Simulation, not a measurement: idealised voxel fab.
process module | voxel quadruple lines
cross-section cut | 230 nm wide | cells 5 nm
A cross-section is a grid of square cells, given in bands from the top down. A band is one or more rows of cells.
Each band's line starts with the height of the band's top and of its bottom, in nm. Then come its materials from left to right, each with its width in nm. One material with "throughout" fills the band from edge to edge. "air" is empty space.
Height 0 is the level under which the wafer as received is all one material. The lowest band goes on downwards, as in "0 down".
A width such as "30 to 40" changes by the same amount from each row of cells to the next, from the band's top row to its bottom row.
"no change" after a step means that no cell of the cross-section changed.
closed voids: empty space of 8 cells or more with no open way to the top, each as width x height at its distance from the left edge, in nm
after a step's settings: what the simulator itself notes on the step
overlay nm, on a step with a mask: how far to the right of its planned place the mask lay; to the left if negative
plan
1 op RECEIVE | material Si
2 op CONFORMAL_DEP | material Al2O3 | thk nm 5
3 op DIRECTIONAL_DEP | material W | thk nm 10
4 op DIRECTIONAL_DEP | material polySi | thk nm 15
5 op DIRECTIONAL_DEP | material aC | thk nm 25
6 op PATTERN | tone cover | mask id MANDREL | material resist | width nm 25 | pitch nm 80 | thk nm 35 | overlay nm 0
7 op DIRECTIONAL_ETCH | etch materials aC | depth nm 25
8 op STRIP | etch materials resist
9 op CONFORMAL_DEP | material SiO2 | thk nm 15
10 op DIRECTIONAL_ETCH | etch materials SiO2 | depth nm 15
11 op STRIP | etch materials aC
12 op DIRECTIONAL_ETCH | etch materials polySi | depth nm 15
13 op STRIP | etch materials SiO2
14 op CONFORMAL_DEP | material SiN | thk nm 5
15 op DIRECTIONAL_ETCH | etch materials SiN | depth nm 5
16 op STRIP | etch materials polySi
17 op DIRECTIONAL_ETCH | etch materials W | depth nm 10
18 op STRIP | etch materials SiN
19 op FILL_DEP | material lowk | thk nm 5
20 op CMP | height nm 15
as received, after step 1
  0 down: Si throughout
  closed voids: none
first wafer at the end, as planned
  15 to 5: lowk 40 | W 5 | lowk 15 | W 5 | lowk 15 | W 5 | lowk 15 | W 5 | lowk 15 | W 5 | lowk 15 | W 5 | lowk 15 | W 5 | lowk 15 | W 5 | lowk 45
  5 to 0: Al2O3 throughout
  0 down: Si throughout
  closed voids: none
second wafer at the end: like start, like plan, one mistake
  15 to 5: lowk 40 | W 5 | lowk 15 | W 5 | lowk 20 | W 5 | lowk 15 | W 5 | lowk 10 | W 5 | lowk 15 | W 5 | lowk 20 | W 5 | lowk 15 | W 5 | lowk 40
  5 to 0: Al2O3 throughout
  0 down: Si throughout
  closed voids: none
what went wrong: step 6 ran as: op PATTERN | tone cover | mask id MANDREL | material resist | width nm 30 | pitch nm 80 | thk nm 35 | overlay nm 0
at the end the second wafer has, in cells: as many of each material as the first, in other places
